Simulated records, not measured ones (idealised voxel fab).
Process module name: voxel transistor to metal
The cross-section shown here is cut; it is 205 nm wide and divided into square cells measuring 5 nm on a side.
Throughout this document, each cross-section is represented as a grid of square cells and is presented as a sequence of bands enumerated from the top downward, where a band comprises one or more rows of cells.
Within each band entry, the heights of the top and of the bottom of the band appear first, in that order and in nm; the materials of the band then follow from left to right, each with its corresponding width in nm. The designation "all across" on a single material indicates that it fills the band from edge to edge; the designation "air" indicates empty space.
Heights are measured from 0, the level below which the as-received wafer is all one material; the lowest band has no bottom and continues downward, written as in "0 nm and below".
It should be noted that a width expressed as "30 to 40" varies in equal increments from row to row of cells within the band, taking the value of the first number at the top row and that of the second number at the bottom row.
"remained unchanged" means the step left every cell of the cross-section as it was.
Under "Closed empty spaces" you'll find the enclosed gaps, the ones with no way out to the top, that are 8 cells or bigger; each reads width x height at distance, with distance counted from the left edge, everything in nm.
Formally, on a step line, whatever follows the settings is a remark that the simulator itself makes on the step.
The setting "overlay nm" may be written on the line of a step. When the step uses a mask, the value reports how far to the right of the planned place the mask lay, and a negative value reports that it lay to the left.
### plan
1 RECEIVE | material Si
2 CONFORMAL_DEP | material SiO2 | thk nm 5
3 CONFORMAL_DEP | material SiN | thk nm 15
4 PATTERN | tone cover | mask id ACTIVE | material resist | width nm 105 | thk nm 20 | overlay nm 0
5 DIRECTIONAL_ETCH | etch materials SiN | depth nm 15
6 DIRECTIONAL_ETCH | etch materials SiO2 | depth nm 5
7 DIRECTIONAL_ETCH | etch materials Si | depth nm 20
8 STRIP | etch materials resist
9 FILL_DEP | material SiO2 | thk nm 15
10 CMP | height nm 20
11 SELECTIVE_ETCH | etch materials SiO2 | depth nm 10
12 STRIP | etch materials SiN
13 SELECTIVE_ETCH | etch materials SiO2 | depth nm 5
14 OXIDIZE | depth nm 5
15 DIRECTIONAL_DEP | material polySi | thk nm 20
16 DIRECTIONAL_DEP | material SiCN | thk nm 15
17 PATTERN | tone cover | mask id GATE | material resist | width nm 25 | thk nm 20 | overlay nm 0
18 DIRECTIONAL_ETCH | etch materials SiCN | depth nm 25
19 DIRECTIONAL_ETCH | etch materials polySi | depth nm 30
20 STRIP | etch materials resist
21 CONFORMAL_DEP | material SiN | thk nm 10
22 DIRECTIONAL_ETCH | etch materials SiN | depth nm 10
23 DIRECTIONAL_ETCH | etch materials SiO2 | depth nm 5
24 DIRECTIONAL_ETCH | etch materials Si | depth nm 15
25 EPI | material SiGe | thk nm 15
26 FILL_DEP | material SiO2 | thk nm 5
27 CMP | height nm 35
28 DIRECTIONAL_DEP | material SiO2 | thk nm 15
29 MASKED_ETCH | tone open | mask id CONTACT | width nm 15 | pitch nm 80 | etch materials SiO2 | depth nm 40 | overlay nm 0
30 CONFORMAL_DEP | material TiN | thk nm 5
31 FILL_DEP | material Ru | thk nm 5
32 CMP | height nm 50
33 CONFORMAL_DEP | material SiN | thk nm 5
34 DIRECTIONAL_DEP | material lowk | thk nm 15
35 DIRECTIONAL_DEP | material aC | thk nm 10
36 PATTERN | tone open | mask id METAL_1 | material resist | width nm 15 | pitch nm 80 | thk nm 30 | overlay nm 0
37 DIRECTIONAL_ETCH | etch materials aC | depth nm 10
38 STRIP | etch materials resist
39 DIRECTIONAL_ETCH | etch materials lowk | depth nm 15
40 DIRECTIONAL_ETCH | etch materials SiN | depth nm 5
41 STRIP | etch materials aC
42 CONFORMAL_DEP | material TiN | thk nm 5
43 FILL_DEP | material Cu | thk nm 10
44 CMP | height nm 70
45 CONFORMAL_DEP | material SiCN | thk nm 5
46 DIRECTIONAL_DEP | material lowk | thk nm 30
47 DIRECTIONAL_DEP | material aC | thk nm 15
48 PATTERN | tone open | mask id METAL_2 | material resist | width nm 15 | pitch nm 80 | thk nm 30 | overlay nm 0
49 DIRECTIONAL_ETCH | etch materials aC | depth nm 15
50 STRIP | etch materials resist
51 DIRECTIONAL_ETCH | etch materials lowk | depth nm 20
52 STRIP | etch materials aC
53 MASKED_ETCH | tone open | mask id METAL_2_HOLES | width nm 15 | pitch nm 80 | etch materials lowk | depth nm 10 | overlay nm 0
54 MASKED_ETCH | tone open | mask id METAL_2_HOLES | width nm 15 | pitch nm 80 | etch materials SiCN | depth nm 5 | overlay nm 0
55 CONFORMAL_DEP | material TiN | thk nm 5
56 FILL_DEP | material Cu | thk nm 10
57 CMP | height nm 105
58 CONFORMAL_DEP | material SiN | thk nm 5
### Cross-section, incoming material, after step 1
* 0 nm and below: Si all across
* Closed empty spaces: none
### First wafer of two, sectioned at end of module; run went per plan
* 110 nm to 105 nm: SiN all across
* 105 nm to 75 nm: 55 lowk; 5 TiN; 5 Cu; 5 TiN; 65 lowk; 5 TiN; 5 Cu; 5 TiN; 55 lowk
* 75 nm to 70 nm: 55 SiCN; 15 TiN; 65 SiCN; 15 TiN; 55 SiCN
* 70 nm to 55 nm: 55 lowk; 5 TiN; 5 Cu; 5 TiN; 65 lowk; 5 TiN; 5 Cu; 5 TiN; 55 lowk
* 55 nm to 50 nm: 55 SiN; 15 TiN; 65 SiN; 15 TiN; 55 SiN
* 50 nm to 35 nm: 55 SiO2; 5 TiN; 5 Ru; 5 TiN; 65 SiO2; 5 TiN; 5 Ru; 5 TiN; 55 SiO2
* 35 nm to 20 nm: 55 SiO2; 5 TiN; 5 Ru; 5 TiN; 10 SiO2; 10 SiN; 25 SiCN; 10 SiN; 10 SiO2; 5 TiN; 5 Ru; 5 TiN; 55 SiO2
* 20 nm to 15 nm: 55 SiO2; 5 TiN; 5 Ru; 5 TiN; 10 SiO2; 10 SiN; 25 polySi; 10 SiN; 10 SiO2; 5 TiN; 5 Ru; 5 TiN; 55 SiO2
* 15 nm to 10 nm: 55 SiO2; 15 TiN; 10 SiO2; 10 SiN; 25 polySi; 10 SiN; 10 SiO2; 15 TiN; 55 SiO2
* 10 nm to 5 nm: 50 SiO2; 30 SiGe; 10 SiN; 25 polySi; 10 SiN; 30 SiGe; 50 SiO2
* 5 nm to 0 nm: 45 SiO2; 10 SiN; 25 SiGe; 10 SiN; 25 polySi; 10 SiN; 25 SiGe; 10 SiN; 45 SiO2
* 0 nm to -5 nm: 55 SiO2; 25 SiGe; 45 SiO2; 25 SiGe; 55 SiO2
* -5 nm to -20 nm: 50 SiO2; 5 Si; 25 SiGe; 45 Si; 25 SiGe; 5 Si; 50 SiO2
* -20 nm and below: Si all across
* Closed empty spaces: none
### Cross-sectional image of the second wafer of the two following completion of the module. Starting state and process plan were the same as for the first wafer; one execution error occurred
* 110 nm to 105 nm: SiN all across
* 105 nm to 75 nm: 55 lowk; 5 TiN; 5 Cu; 5 TiN; 65 lowk; 5 TiN; 5 Cu; 5 TiN; 55 lowk
* 75 nm to 70 nm: 55 SiCN; 15 TiN; 65 SiCN; 15 TiN; 55 SiCN
* 70 nm to 55 nm: 55 lowk; 5 TiN; 5 Cu; 5 TiN; 65 lowk; 5 TiN; 5 Cu; 5 TiN; 55 lowk
* 55 nm to 50 nm: 55 SiN; 15 TiN; 65 SiN; 15 TiN; 55 SiN
* 50 nm to 35 nm: 55 SiO2; 5 TiN; 5 Ru; 5 TiN; 65 SiO2; 5 TiN; 5 Ru; 5 TiN; 55 SiO2
* 35 nm to 20 nm: 55 SiO2; 5 TiN; 5 Ru; 5 TiN; 10 SiO2; 10 SiN; 25 SiCN; 10 SiN; 10 SiO2; 5 TiN; 5 Ru; 5 TiN; 55 SiO2
* 20 nm to 15 nm: 55 SiO2; 5 TiN; 5 Ru; 5 TiN; 10 SiO2; 10 SiN; 25 polySi; 10 SiN; 10 SiO2; 5 TiN; 5 Ru; 5 TiN; 55 SiO2
* 15 nm to 10 nm: 55 SiO2; 15 TiN; 10 SiO2; 10 SiN; 25 polySi; 10 SiN; 10 SiO2; 15 TiN; 55 SiO2
* 10 nm to 5 nm: 45 SiO2; 35 SiGe; 10 SiN; 25 polySi; 10 SiN; 35 SiGe; 45 SiO2
* 5 nm to 0 nm: 40 SiO2; 10 SiN; 30 SiGe; 10 SiN; 25 polySi; 10 SiN; 30 SiGe; 10 SiN; 40 SiO2
* 0 nm to -5 nm: 50 SiO2; 30 SiGe; 45 SiO2; 30 SiGe; 50 SiO2
* -5 nm to -20 nm: 45 SiO2; 5 Si; 30 SiGe; 45 Si; 30 SiGe; 5 Si; 45 SiO2
* -20 nm and below: Si all across
* Closed empty spaces: none
Run error: step 4 ran differently from the plan; actual operation with settings: PATTERN | tone cover | mask id ACTIVE | material resist | width nm 115 | thk nm 20 | overlay nm 0
Per the end-of-run cell counts, the second wafer holds more or fewer of some materials than the first: SiGe: 12 more | SiO2: 12 fewer
